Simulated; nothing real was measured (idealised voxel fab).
Process module in this document: voxel trench capacitor
Square cells of 5 nm make up the cross-section cut, whose width is 160 nm.
In what follows, cross-sections appear as grids of square cells, described through bands that run from the top down, where every band is one or more rows of cells.
Look at the band entry: it leads with the top's height and the bottom's height in nm. Then it lists the materials left to right, with a width in nm for each. The word "everywhere" on a single material says that material fills the band edge to edge. The word "air" is empty space.
Heights are measured from 0, the level below which the as-received wafer is all one material; the lowest band has no bottom and continues downward, written as in "from 0 down".
Top row gets the first number, bottom row gets the second, and each row in between changes by the same step: that is how a band width like "30..40" works.
Reading "no alteration" for a step: not a cell of the cross-section changed in it.
The entry "Cavities, closed" lists the empty spaces that cover at least 8 cells and have no open path to the top. Each is written as width x height at distance, where the distance is measured from the left edge and all three values are in nm.
Whatever follows a step's settings on its line is a remark the simulator itself makes about that step.
A step line may carry the setting "overlay nm", which, for steps involving a mask, states the distance by which the mask lay to the right of its intended position; negative values denote displacement to the left.

# Process steps foreseen in the plan
1: RECEIVE,material Si
2: CONFORMAL_DEP,material SiN,thk nm 5
3: DIRECTIONAL_DEP,material aC,thk nm 15
4: PATTERN,tone open,mask id TRENCH,material resist,width nm 25,pitch nm 45,thk nm 35,overlay nm 0
5: DIRECTIONAL_ETCH,etch materials aC,depth nm 15
6: STRIP,etch materials resist
7: DIRECTIONAL_ETCH,etch materials SiN,depth nm 5
8: DIRECTIONAL_ETCH,etch materials Si,depth nm 30
9: STRIP,etch materials aC
10: CONFORMAL_DEP,material Al2O3,thk nm 5
11: CONFORMAL_DEP,material TiN,thk nm 5
12: FILL_DEP,material W,thk nm 10
13: CMP,height nm 5

# First of two wafers - as planned

# Cross-sectional view of the wafer in its as-received condition, corresponding to the state after step 1
	from 0 down  Si everywhere
	Cavities, closed: none

# Presented here is a cross-section of the wafer after step 2 has been performed
	from 5 to 0  SiN everywhere
	Rest of section, below 0: as before.

# Presented here is a cross-section of the wafer after step 3 has been performed
	from 20 to 5  aC everywhere
	Rest of section, below 5: as before.

# Presented here is a cross-section of the wafer after step 4 has been performed
	from 55 to 20  resist 45, air 25, resist 20, air 25, resist 45
	Rest of section, below 20: as before.

# Presented here is a cross-section of the wafer after step 5 has been performed
	from 40 to 20  resist 45, air 25, resist 20, air 25, resist 45
	from 20 to 5  aC 45, air 25, aC 20, air 25, aC 45
	Rest of section, below 5: as before.

# Presented here is a cross-section of the wafer after step 6 has been performed
	from 20 to 5  aC 45, air 25, aC 20, air 25, aC 45
	Rest of section, below 5: as before.

# Presented here is a cross-section of the wafer after step 7 has been performed
	from 20 to 5  aC 45, air 25, aC 20, air 25, aC 45
	from 5 to 0  SiN 45, air 25, SiN 20, air 25, SiN 45
	Rest of section, below 0: as before.

# Presented here is a cross-section of the wafer after step 8 has been performed
	from 20 to 5  aC 45, air 25, aC 20, air 25, aC 45
	from 5 to 0  SiN 45, air 25, SiN 20, air 25, SiN 45
	from 0 to -30  Si 45, air 25, Si 20, air 25, Si 45
	Rest of section, below -30: as before.

# Presented here is a cross-section of the wafer after step 9 has been performed
	from 5 to 0  SiN 45, air 25, SiN 20, air 25, SiN 45
	Rest of section, below 0: as before.

# Presented here is a cross-section of the wafer after step 10 has been performed
	from 10 to 5  Al2O3 50, air 15, Al2O3 30, air 15, Al2O3 50
	from 5 to 0  SiN 45, Al2O3 5, air 15, Al2O3 5, SiN 20, Al2O3 5, air 15, Al2O3 5, SiN 45
	from 0 to -25  Si 45, Al2O3 5, air 15, Al2O3 5, Si 20, Al2O3 5, air 15, Al2O3 5, Si 45
	from -25 to -30  Si 45, Al2O3 25, Si 20, Al2O3 25, Si 45
	Rest of section, below -30: as before.

# Presented here is a cross-section of the wafer after step 11 has been performed
	from 15 to 10  TiN 55, air 5, TiN 40, air 5, TiN 55
	from 10 to 5  Al2O3 50, TiN 5, air 5, TiN 5, Al2O3 30, TiN 5, air 5, TiN 5, Al2O3 50
	from 5 to 0  SiN 45, Al2O3 5, TiN 5, air 5, TiN 5, Al2O3 5, SiN 20, Al2O3 5, TiN 5, air 5, TiN 5, Al2O3 5, SiN 45
	from 0 to -20  Si 45, Al2O3 5, TiN 5, air 5, TiN 5, Al2O3 5, Si 20, Al2O3 5, TiN 5, air 5, TiN 5, Al2O3 5, Si 45
	from -20 to -25  Si 45, Al2O3 5, TiN 15, Al2O3 5, Si 20, Al2O3 5, TiN 15, Al2O3 5, Si 45
	Rest of section, below -25: as before.

# Presented here is a cross-section of the wafer after step 12 has been performed
	from 25 to 15  W everywhere
	from 15 to 10  TiN 55, W 5, TiN 40, W 5, TiN 55
	from 10 to 5  Al2O3 50, TiN 5, W 5, TiN 5, Al2O3 30, TiN 5, W 5, TiN 5, Al2O3 50
	from 5 to 0  SiN 45, Al2O3 5, TiN 5, W 5, TiN 5, Al2O3 5, SiN 20, Al2O3 5, TiN 5, W 5, TiN 5, Al2O3 5, SiN 45
	from 0 to -20  Si 45, Al2O3 5, TiN 5, W 5, TiN 5, Al2O3 5, Si 20, Al2O3 5, TiN 5, W 5, TiN 5, Al2O3 5, Si 45
	Rest of section, below -20: as before.

# Presented here is a cross-section of the wafer after step 13 has been performed
	from 5 to 0  SiN 45, Al2O3 5, TiN 5, W 5, TiN 5, Al2O3 5, SiN 20, Al2O3 5, TiN 5, W 5, TiN 5, Al2O3 5, SiN 45
	Rest of section, below 0: as before.

# It is to be noted that the second wafer proceeded from the same initial state and according to the same plan as the first, although one mistake was committed in its execution; through step 3, inclusive, the two wafers share an identical history

# Cross-section of the second wafer at the time step 4 of the plan should have ended
	from 55 to 20  resist 50, air 15, resist 30, air 15, resist 50
	Rest of section, below 20: as before.

# Cross-section of the second wafer at the time step 5 of the plan should have ended
	from 40 to 20  resist 50, air 15, resist 30, air 15, resist 50
	from 20 to 5  aC 50, air 15, aC 30, air 15, aC 50
	Rest of section, below 5: as before.

# Cross-section of the second wafer at the time step 6 of the plan should have ended
	from 20 to 5  aC 50, air 15, aC 30, air 15, aC 50
	Rest of section, below 5: as before.

# Cross-section of the second wafer at the time step 7 of the plan should have ended
	from 20 to 5  aC 50, air 15, aC 30, air 15, aC 50
	from 5 to 0  SiN 50, air 15, SiN 30, air 15, SiN 50
	Rest of section, below 0: as before.

# Cross-section of the second wafer at the time step 8 of the plan should have ended
	from 20 to 5  aC 50, air 15, aC 30, air 15, aC 50
	from 5 to 0  SiN 50, air 15, SiN 30, air 15, SiN 50
	from 0 to -30  Si 50, air 15, Si 30, air 15, Si 50
	Rest of section, below -30: as before.

# Cross-section of the second wafer at the time step 9 of the plan should have ended
	from 5 to 0  SiN 50, air 15, SiN 30, air 15, SiN 50
	Rest of section, below 0: as before.

# Cross-section of the second wafer at the time step 10 of the plan should have ended
	from 10 to 5  Al2O3 55, air 5, Al2O3 40, air 5, Al2O3 55
	from 5 to 0  SiN 50, Al2O3 5, air 5, Al2O3 5, SiN 30, Al2O3 5, air 5, Al2O3 5, SiN 50
	from 0 to -25  Si 50, Al2O3 5, air 5, Al2O3 5, Si 30, Al2O3 5, air 5, Al2O3 5, Si 50
	from -25 to -30  Si 50, Al2O3 15, Si 30, Al2O3 15, Si 50
	Rest of section, below -30: as before.

# Cross-section of the second wafer at the time step 11 of the plan should have ended
	from 15 to 10  TiN everywhere
	from 10 to 5  Al2O3 55, TiN 5, Al2O3 40, TiN 5, Al2O3 55
	from 5 to 0  SiN 50, Al2O3 5, TiN 5, Al2O3 5, SiN 30, Al2O3 5, TiN 5, Al2O3 5, SiN 50
	from 0 to -25  Si 50, Al2O3 5, TiN 5, Al2O3 5, Si 30, Al2O3 5, TiN 5, Al2O3 5, Si 50
	Rest of section, below -25: as before.

# Cross-section of the second wafer at the time step 12 of the plan should have ended
	from 25 to 15  W everywhere
	Rest of section, below 15: as before.

# Cross-section of the second wafer at the time step 13 of the plan should have ended
	from 5 to 0  SiN 50, Al2O3 5, TiN 5, Al2O3 5, SiN 30, Al2O3 5, TiN 5, Al2O3 5, SiN 50
	Rest of section, below 0: as before.
The mistake made against the process plan was this: step 4 was run on a setting that differed from the plan, and what really ran there is PATTERN,tone open,mask id TRENCH,material resist,width nm 15,pitch nm 45,thk nm 35,overlay nm 0
Once processing is complete, comparing cell counts shows that the second wafer has more or fewer of certain materials than the first: Al2O3: 4 fewer, Si: 24 more, SiN: 4 more, TiN: 14 fewer, W: 10 fewer
